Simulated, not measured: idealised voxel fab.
Process module under the name voxel quadruple lines
215 nm wide, 5 nm square cells: that's cross-section cut.
Just so we're on the same page, the cross-sections are grids of square cells, and they're listed out in bands top to bottom, each band one or more rows deep.
Each band's line starts with the height of the band's top and of its bottom, in nm. Then come its materials from left to right, each with its width in nm. One material with "all across" fills the band from edge to edge. "empty" is empty space.
The reference from which all heights are counted is 0, the level beneath which the as-received wafer is entirely one material; the lowest band, having no lower bound, proceeds downward and is written after the example "from 0 down".
The two numbers in a width such as "30..40" mark its ends across the band: the first belongs to the top row of cells, the second to the bottom row, and from each row to the next the width moves by the same amount.
For the purposes of this document, the phrase "no modification" attached to a step denotes that no cell within the cross-section was modified by that step.
Each empty space that has no open way to the top and spans at least 8 cells appears under "Catalogued sealed voids" as width x height at distance, the distance counted from the left edge, all in nm.
That trailing text on a step's line, after the settings, is the simulator's own remark on the step.
overlay nm: where the mask lay relative to plan, measured to the right, on steps with a mask; negatives go left.

INTENDED PROCESS STEPS
| 1 | RECEIVE | material Si |
| 2 | CONFORMAL_DEP | material SiO2 | thk nm 5 |
| 3 | DIRECTIONAL_DEP | material TiN | thk nm 15 |
| 4 | DIRECTIONAL_DEP | material polySi | thk nm 15 |
| 5 | DIRECTIONAL_DEP | material aC | thk nm 25 |
| 6 | PATTERN | tone cover | mask id MANDREL | material resist | width nm 25 | thk nm 35 | overlay nm 0 |
| 7 | DIRECTIONAL_ETCH | etch materials aC | depth nm 25 |
| 8 | STRIP | etch materials resist |
| 9 | CONFORMAL_DEP | material SiO2 | thk nm 15 |
| 10 | DIRECTIONAL_ETCH | etch materials SiO2 | depth nm 15 |
| 11 | STRIP | etch materials aC |
| 12 | DIRECTIONAL_ETCH | etch materials polySi | depth nm 15 |
| 13 | STRIP | etch materials SiO2 |
| 14 | CONFORMAL_DEP | material SiCN | thk nm 10 |
| 15 | DIRECTIONAL_ETCH | etch materials SiCN | depth nm 10 |
| 16 | STRIP | etch materials polySi |
| 17 | DIRECTIONAL_ETCH | etch materials TiN | depth nm 15 |
| 18 | STRIP | etch materials SiCN |
| 19 | FILL_DEP | material lowk | thk nm 10 |
| 20 | CMP | height nm 20 |
For this document, wafers share an identical start and vary in the step 6 width nm; the plan quotes the first wafer's value.

CROSS-SECTIONAL VIEW OF THE FIRST OF SEVERAL WAFERS IN THE AS-RECEIVED CONDITION, CORRESPONDING TO THE STATE FOLLOWING STEP 1
from 0 down | Si all across
Catalogued sealed voids: none

THE FOLLOWING TABLE CONTAINS A ROW PER WAFER, IN WHICH ARE REPORTED, AT THE CONCLUSION OF THE MODULE, THE CELLS OF EACH MATERIAL GAINED (+) OR LOST (-) SINCE THE WAFER'S RECEIPT, WITH ITS CLOSED VOIDS GIVEN THEREAFTER
width nm 25 | +43 SiO2 | +24 TiN | +105 lowk | Catalogued sealed voids: none
width nm 30 | +43 SiO2 | +24 TiN | +105 lowk | Catalogued sealed voids: none
width nm 35 | +43 SiO2 | +24 TiN | +105 lowk | Catalogued sealed voids: none
width nm 40 | +43 SiO2 | +24 TiN | +105 lowk | Catalogued sealed voids: none
width nm 45 | +43 SiO2 | +24 TiN | +105 lowk | Catalogued sealed voids: none
width nm 50 | +43 SiO2 | +24 TiN | +105 lowk | Catalogued sealed voids: none
